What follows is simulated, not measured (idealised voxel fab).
Process module, titled voxel trench capacitor
Cross-section cut spans 270 nm and uses square cells 5 nm in size.
How to read a cross-section here: the picture is a grid of square cells, written as bands going from the top down, and any band can span one or more rows of cells.
A band entry consists of two parts. The first gives the height of the band's top and the height of its bottom, in nm. The rest lists the band's materials from left to right, each with its width in nm. A single material labelled with the word "everywhere" fills the band from edge to edge, and the word "air" marks empty space.
Height 0 is the level under which the wafer as received is all one material. The lowest band goes on downwards, as in "0 down".
Width: "30->40" (first number = top row, second number = bottom row, same change from row to row of cells).
No cell of the cross-section changed in a step that is given as "remained the same".
Closed-off voids of 8+ cells (no open route to the top) go in "Sealed internal cavities", written width x height at distance from the left edge, in nm.
Anything after a step's settings on that line? It's the simulator's own note about the step.
overlay nm: how far to the right of its planned place the mask lay on this masked step (negative: to the left).

List of planned process steps:
1) RECEIVE,material Si
2) CONFORMAL_DEP,material SiN,thk nm 5
3) DIRECTIONAL_DEP,material aC,thk nm 15
4) PATTERN,tone open,mask id TRENCH,material resist,width nm 25,pitch nm 45,thk nm 35,overlay nm 0
5) DIRECTIONAL_ETCH,etch materials aC,depth nm 15
6) STRIP,etch materials resist
7) DIRECTIONAL_ETCH,etch materials SiN,depth nm 5
8) DIRECTIONAL_ETCH,etch materials Si,depth nm 25
9) STRIP,etch materials aC
10) CONFORMAL_DEP,material Al2O3,thk nm 5
11) FILL_DEP,material polySi,thk nm 5
12) CMP,height nm 5

The first of two wafers, run as planned:

Shown in cross-section is the wafer as received, that is, as it stands after step 1:
    0 down | Si everywhere
    Sealed internal cavities: none

State of the wafer after step 2, shown in cross-section:
    5 to 0 | SiN everywhere
    All layers under 0 are left as they were.

State of the wafer after step 3, shown in cross-section:
    20 to 5 | aC everywhere
    All layers under 5 are left as they were.

State of the wafer after step 4, shown in cross-section:
    55 to 20 | 100 nm resist, 25 nm air, 20 nm resist, 25 nm air, 100 nm resist
    All layers under 20 are left as they were.

State of the wafer after step 5, shown in cross-section:
    40 to 20 | 100 nm resist, 25 nm air, 20 nm resist, 25 nm air, 100 nm resist
    20 to 5 | 100 nm aC, 25 nm air, 20 nm aC, 25 nm air, 100 nm aC
    All layers under 5 are left as they were.

State of the wafer after step 6, shown in cross-section:
    20 to 5 | 100 nm aC, 25 nm air, 20 nm aC, 25 nm air, 100 nm aC
    All layers under 5 are left as they were.

State of the wafer after step 7, shown in cross-section:
    20 to 5 | 100 nm aC, 25 nm air, 20 nm aC, 25 nm air, 100 nm aC
    5 to 0 | 100 nm SiN, 25 nm air, 20 nm SiN, 25 nm air, 100 nm SiN
    All layers under 0 are left as they were.

State of the wafer after step 8, shown in cross-section:
    20 to 5 | 100 nm aC, 25 nm air, 20 nm aC, 25 nm air, 100 nm aC
    5 to 0 | 100 nm SiN, 25 nm air, 20 nm SiN, 25 nm air, 100 nm SiN
    0 to -25 | 100 nm Si, 25 nm air, 20 nm Si, 25 nm air, 100 nm Si
    All layers under -25 are left as they were.

State of the wafer after step 9, shown in cross-section:
    5 to 0 | 100 nm SiN, 25 nm air, 20 nm SiN, 25 nm air, 100 nm SiN
    All layers under 0 are left as they were.

State of the wafer after step 10, shown in cross-section:
    10 to 5 | 105 nm Al2O3, 15 nm air, 30 nm Al2O3, 15 nm air, 105 nm Al2O3
    5 to 0 | 100 nm SiN, 5 nm Al2O3, 15 nm air, 5 nm Al2O3, 20 nm SiN, 5 nm Al2O3, 15 nm air, 5 nm Al2O3, 100 nm SiN
    0 to -20 | 100 nm Si, 5 nm Al2O3, 15 nm air, 5 nm Al2O3, 20 nm Si, 5 nm Al2O3, 15 nm air, 5 nm Al2O3, 100 nm Si
    -20 to -25 | 100 nm Si, 25 nm Al2O3, 20 nm Si, 25 nm Al2O3, 100 nm Si
    All layers under -25 are left as they were.

State of the wafer after step 11, shown in cross-section:
    15 to 10 | polySi everywhere
    10 to 5 | 105 nm Al2O3, 15 nm polySi, 30 nm Al2O3, 15 nm polySi, 105 nm Al2O3
    5 to 0 | 100 nm SiN, 5 nm Al2O3, 15 nm polySi, 5 nm Al2O3, 20 nm SiN, 5 nm Al2O3, 15 nm polySi, 5 nm Al2O3, 100 nm SiN
    0 to -20 | 100 nm Si, 5 nm Al2O3, 15 nm polySi, 5 nm Al2O3, 20 nm Si, 5 nm Al2O3, 15 nm polySi, 5 nm Al2O3, 100 nm Si
    All layers under -20 are left as they were.

State of the wafer after step 12, shown in cross-section:
    5 to 0 | 100 nm SiN, 5 nm Al2O3, 15 nm polySi, 5 nm Al2O3, 20 nm SiN, 5 nm Al2O3, 15 nm polySi, 5 nm Al2O3, 100 nm SiN
    All layers under 0 are left as they were.

Second wafer, same starting conditions and recipe as the first, one mistake in executing it, nothing differs from the first up to and including step 3:

Here is the second wafer in cross-section at the point where step 4 of the plan should have been done:
    55 to 20 | 100 nm air, 25 nm resist, 20 nm air, 25 nm resist, 100 nm air
    All layers under 20 are left as they were.

Here is the second wafer in cross-section at the point where step 5 of the plan should have been done:
    40 to 20 | 100 nm air, 25 nm resist, 20 nm air, 25 nm resist, 100 nm air
    20 to 5 | 100 nm air, 25 nm aC, 20 nm air, 25 nm aC, 100 nm air
    All layers under 5 are left as they were.

Here is the second wafer in cross-section at the point where step 6 of the plan should have been done:
    20 to 5 | 100 nm air, 25 nm aC, 20 nm air, 25 nm aC, 100 nm air
    All layers under 5 are left as they were.

Here is the second wafer in cross-section at the point where step 7 of the plan should have been done:
    20 to 5 | 100 nm air, 25 nm aC, 20 nm air, 25 nm aC, 100 nm air
    5 to 0 | 100 nm air, 25 nm SiN, 20 nm air, 25 nm SiN, 100 nm air
    All layers under 0 are left as they were.

Here is the second wafer in cross-section at the point where step 8 of the plan should have been done:
    20 to 5 | 100 nm air, 25 nm aC, 20 nm air, 25 nm aC, 100 nm air
    5 to 0 | 100 nm air, 25 nm SiN, 20 nm air, 25 nm SiN, 100 nm air
    0 to -25 | 100 nm air, 25 nm Si, 20 nm air, 25 nm Si, 100 nm air
    All layers under -25 are left as they were.

Here is the second wafer in cross-section at the point where step 9 of the plan should have been done:
    5 to 0 | 100 nm air, 25 nm SiN, 20 nm air, 25 nm SiN, 100 nm air
    All layers under 0 are left as they were.

Here is the second wafer in cross-section at the point where step 10 of the plan should have been done:
    10 to 5 | 95 nm air, 35 nm Al2O3, 10 nm air, 35 nm Al2O3, 95 nm air
    5 to 0 | 95 nm air, 5 nm Al2O3, 25 nm SiN, 5 nm Al2O3, 10 nm air, 5 nm Al2O3, 25 nm SiN, 5 nm Al2O3, 95 nm air
    0 to -20 | 95 nm air, 5 nm Al2O3, 25 nm Si, 5 nm Al2O3, 10 nm air, 5 nm Al2O3, 25 nm Si, 5 nm Al2O3, 95 nm air
    -20 to -25 | 100 nm Al2O3, 25 nm Si, 20 nm Al2O3, 25 nm Si, 100 nm Al2O3
    All layers under -25 are left as they were.

Here is the second wafer in cross-section at the point where step 11 of the plan should have been done:
    15 to 10 | polySi everywhere
    10 to 5 | 95 nm polySi, 35 nm Al2O3, 10 nm polySi, 35 nm Al2O3, 95 nm polySi
    5 to 0 | 95 nm polySi, 5 nm Al2O3, 25 nm SiN, 5 nm Al2O3, 10 nm polySi, 5 nm Al2O3, 25 nm SiN, 5 nm Al2O3, 95 nm polySi
    0 to -20 | 95 nm polySi, 5 nm Al2O3, 25 nm Si, 5 nm Al2O3, 10 nm polySi, 5 nm Al2O3, 25 nm Si, 5 nm Al2O3, 95 nm polySi
    All layers under -20 are left as they were.

Here is the second wafer in cross-section at the point where step 12 of the plan should have been done:
    5 to 0 | 95 nm polySi, 5 nm Al2O3, 25 nm SiN, 5 nm Al2O3, 10 nm polySi, 5 nm Al2O3, 25 nm SiN, 5 nm Al2O3, 95 nm polySi
    All layers under 0 are left as they were.
Finding, execution versus plan: step 4 went in with a setting other than planned; the actual run was PATTERN,tone cover,mask id TRENCH,material resist,width nm 25,pitch nm 45,thk nm 35,overlay nm 0
Looking at both finished wafers in cells, the second ends up ahead of or behind the first on some materials: 34 more of Al2O3, 170 fewer of Si, 34 fewer of SiN, 170 more of polySi
